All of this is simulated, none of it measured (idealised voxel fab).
process module | voxel gate over fins
cross-section cut | 205 nm wide | cells 5 nm
A cross-section is a grid of square cells, given in bands from the top down. A band is one or more rows of cells.
Each band's line starts with the height of the band's top and of its bottom, in nm. Then come its materials from left to right, each with its width in nm. One material with "throughout" fills the band from edge to edge. "air" is empty space.
Height 0 is the level under which the wafer as received is all one material. The lowest band goes on downwards, as in "0 down".
A width such as "30 to 40" changes by the same amount from each row of cells to the next, from the band's top row to its bottom row.
"no change" after a step means that no cell of the cross-section changed.
closed voids: empty space of 8 cells or more with no open way to the top, each as width x height at its distance from the left edge, in nm
after a step's settings: what the simulator itself notes on the step
overlay nm, on a step with a mask: how far to the right of its planned place the mask lay; to the left if negative
plan
1 op RECEIVE | material Si
2 op CONFORMAL_DEP | material SiN | thk nm 5
3 op DIRECTIONAL_DEP | material aC | thk nm 15
4 op PATTERN | tone cover | mask id FINS | material resist | width nm 15 | pitch nm 45 | thk nm 30 | overlay nm -10
5 op DIRECTIONAL_ETCH | etch materials aC | depth nm 15
6 op STRIP | etch materials resist
7 op DIRECTIONAL_ETCH | etch materials SiN | depth nm 5
8 op DIRECTIONAL_ETCH | etch materials Si | depth nm 40
9 op STRIP | etch materials aC
10 op FILL_DEP | material SiO2 | thk nm 5
11 op CMP | height nm 5
12 op SELECTIVE_ETCH | etch materials SiO2 | depth nm 20
13 op STRIP | etch materials SiN
14 op CONFORMAL_DEP | material HfO2 | thk nm 5
15 op CONFORMAL_DEP | material TiN | thk nm 5
16 op FILL_DEP | material W | thk nm 15
17 op CMP | height nm 20
18 op CONFORMAL_DEP | material SiCN | thk nm 10
varied across the wafers: overlay nm of step 4. The plan shows the first wafer's value. All wafers start alike
first wafer as received, after step 1
  0 down: Si throughout
  closed voids: none
each wafer at the end: cells of each material gained (+) or lost (-) since it was received, then its closed voids
overlay nm -10 | +65 HfO2 | -232 Si | +82 SiCN | +145 SiO2 | +65 TiN | +121 W | closed voids: none
overlay nm -5 | +65 HfO2 | -232 Si | +82 SiCN | +145 SiO2 | +65 TiN | +121 W | closed voids: none
overlay nm 0 | +65 HfO2 | -232 Si | +82 SiCN | +145 SiO2 | +65 TiN | +121 W | closed voids: none
overlay nm 5 | +65 HfO2 | -232 Si | +82 SiCN | +145 SiO2 | +65 TiN | +121 W | closed voids: none
overlay nm 10 | +65 HfO2 | -232 Si | +82 SiCN | +145 SiO2 | +65 TiN | +121 W | closed voids: none
overlay nm 15 | +65 HfO2 | -232 Si | +82 SiCN | +145 SiO2 | +65 TiN | +121 W | closed voids: none
